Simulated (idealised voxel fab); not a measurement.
Title: Process Module voxel capacitor over wiring
Section shown: cut. Width: 225 nm. Cell size: 5 nm, square.
Just so we're on the same page, the cross-sections are grids of square cells, and they're listed out in bands top to bottom, each band one or more rows deep. Read a band's entry like this: the first values are the height of its top and the height of its bottom in nm, and what follows is the sequence of materials from left to right, each with its width in nm. Note that "blank" is empty space, and that a single material marked "all across" reaches across the band from edge to edge. Note: height 0 marks the level under which the wafer is uniformly one material as received. Lowest band unbounded below, written "0..down". Think of "30->40" as a width that walks from the first number to the second as you go down the band, top row to bottom row, taking equal-sized steps from row to row. Key: "remained unchanged" - step with no changed cell in the cross-section. "Internal closed voids" specifies each empty space that is not open to the top and that occupies no fewer than 8 cells, using the form width x height at distance, the distance measured from the left edge and all three quantities in nm. Post-settings text on a step line: simulator's own remark regarding the step. Among the settings permitted on a step's line is "overlay nm"; applied to a step with a mask, it specifies the extent to which the mask lay to the right of its planned position, whereas a negative figure signifies a position to the left.

PROCESS STEPS FORESEEN IN THE PLAN
| 1 | RECEIVE, material Si |
| 2 | CONFORMAL_DEP, material SiO2, thk nm 10 |
| 3 | DIRECTIONAL_DEP, material TiN, thk nm 5 |
| 4 | DIRECTIONAL_DEP, material Ru, thk nm 20 |
| 5 | PATTERN, tone cover, mask id METAL_1, material resist, width nm 20, pitch nm 80, thk nm 15, overlay nm 0 |
| 6 | DIRECTIONAL_ETCH, etch materials Ru, depth nm 20 |
| 7 | DIRECTIONAL_ETCH, etch materials TiN, depth nm 5 |
| 8 | STRIP, etch materials resist |
| 9 | FILL_DEP, material lowk, thk nm 10 |
| 10 | CMP, height nm 35 |
| 11 | CONFORMAL_DEP, material SiCN, thk nm 5 |
| 12 | DIRECTIONAL_DEP, material lowk, thk nm 20 |
| 13 | DIRECTIONAL_DEP, material aC, thk nm 15 |
| 14 | PATTERN, tone open, mask id PLUG_1, material resist, width nm 15, thk nm 35, overlay nm 0 |
| 15 | DIRECTIONAL_ETCH, etch materials aC, depth nm 15 |
| 16 | STRIP, etch materials resist |
| 17 | DIRECTIONAL_ETCH, etch materials lowk, depth nm 20 |
| 18 | DIRECTIONAL_ETCH, etch materials SiCN, depth nm 5 |
| 19 | STRIP, etch materials aC |
| 20 | CONFORMAL_DEP, material TiN, thk nm 5 |
| 21 | FILL_DEP, material W, thk nm 10 |
| 22 | CMP, height nm 60 |
| 23 | DIRECTIONAL_DEP, material TiN, thk nm 5 |
| 24 | DIRECTIONAL_DEP, material Al2O3, thk nm 5 |
| 25 | DIRECTIONAL_DEP, material TiN, thk nm 5 |
| 26 | MASKED_ETCH, tone cover, mask id UPPER_PLATE, width nm 65, etch materials TiN, depth nm 5, overlay nm 0 |
| 27 | MASKED_ETCH, tone cover, mask id UPPER_PLATE, width nm 65, etch materials Al2O3, depth nm 5, overlay nm 0 |
| 28 | DIRECTIONAL_DEP, material aC, thk nm 15 |
| 29 | PATTERN, tone cover, mask id LOWER_PLATE, material resist, width nm 75, thk nm 30, overlay nm 0 |
| 30 | DIRECTIONAL_ETCH, etch materials aC, depth nm 15 |
| 31 | STRIP, etch materials resist |
| 32 | DIRECTIONAL_ETCH, etch materials TiN, depth nm 5 |
| 33 | STRIP, etch materials aC |
| 34 | FILL_DEP, material SiO2, thk nm 20 |
| 35 | CMP, height nm 90 |
| 36 | DIRECTIONAL_DEP, material aC, thk nm 10 |
| 37 | PATTERN, tone open, mask id PLUG_2, material resist, width nm 15, thk nm 30, overlay nm 0 |
| 38 | DIRECTIONAL_ETCH, etch materials aC, depth nm 10 |
| 39 | STRIP, etch materials resist |
| 40 | DIRECTIONAL_ETCH, etch materials SiO2, depth nm 15 |
| 41 | STRIP, etch materials aC |
| 42 | CONFORMAL_DEP, material TiN, thk nm 5 |
| 43 | FILL_DEP, material Cu, thk nm 5 |
| 44 | CMP, height nm 90 |
| 45 | CONFORMAL_DEP, material SiCN, thk nm 5 |

AS RECEIVED, AFTER STEP 1
	0..down  Si all across
	Internal closed voids: none

END-OF-MODULE CROSS-SECTION OF THE FIRST OF TWO WAFERS, PROCESSED AS PLANNED
	95..90  SiCN all across
	90..80  75 nm SiO2 | 5 nm TiN | 5 nm Cu | 5 nm TiN | 135 nm SiO2
	80..70  75->65 nm SiO2 | 15->65 nm TiN | 135->95 nm SiO2
	70..65  65 nm SiO2 | 65 nm Al2O3 | 95 nm SiO2
	65..60  60 nm SiO2 | 75 nm TiN | 90 nm SiO2
	60..40  65 nm lowk | 5 nm TiN | 5 nm W | 5 nm TiN | 145 nm lowk
	40..35  65 nm SiCN | 15 nm TiN | 145 nm SiCN
	35..15  60 nm lowk | 20 nm Ru | 60 nm lowk | 20 nm Ru | 65 nm lowk
	15..10  60 nm lowk | 20 nm TiN | 60 nm lowk | 20 nm TiN | 65 nm lowk
	10..0  SiO2 all across
	0..down  Si all across
	Internal closed voids: none

THIS IS THE SECOND OF THE TWO WAFERS, CROSS-SECTIONED AT THE END OF THE MODULE; IT STARTED EXACTLY LIKE THE FIRST AND WAS GIVEN THE SAME PLAN, BUT IT WAS RUN WITH ONE MISTAKE
	95..90  SiCN all across
	90..80  75 nm SiO2 | 5 nm TiN | 5 nm Cu | 5 nm TiN | 135 nm SiO2
	80..70  75->65 nm SiO2 | 15->65 nm TiN | 135->95 nm SiO2
	70..65  65 nm SiO2 | 65 nm Al2O3 | 95 nm SiO2
	65..60  60 nm SiO2 | 75 nm TiN | 90 nm SiO2
	60..40  65 nm lowk | 5 nm TiN | 5 nm W | 5 nm TiN | 145 nm lowk
	40..35  65 nm SiCN | 15 nm TiN | 145 nm SiCN
	35..15  70 nm lowk | 20 nm Ru | 60 nm lowk | 20 nm Ru | 55 nm lowk
	15..10  70 nm lowk | 20 nm TiN | 60 nm lowk | 20 nm TiN | 55 nm lowk
	10..0  SiO2 all across
	0..down  Si all across
	Internal closed voids: none
Here's what went sideways: step 5: run off-plan, actual operation and settings PATTERN, tone cover, mask id METAL_1, material resist, width nm 20, pitch nm 80, thk nm 15, overlay nm 10
Matching per-material cell counts, mismatched positions: that is how the second wafer compares with the first at the end.
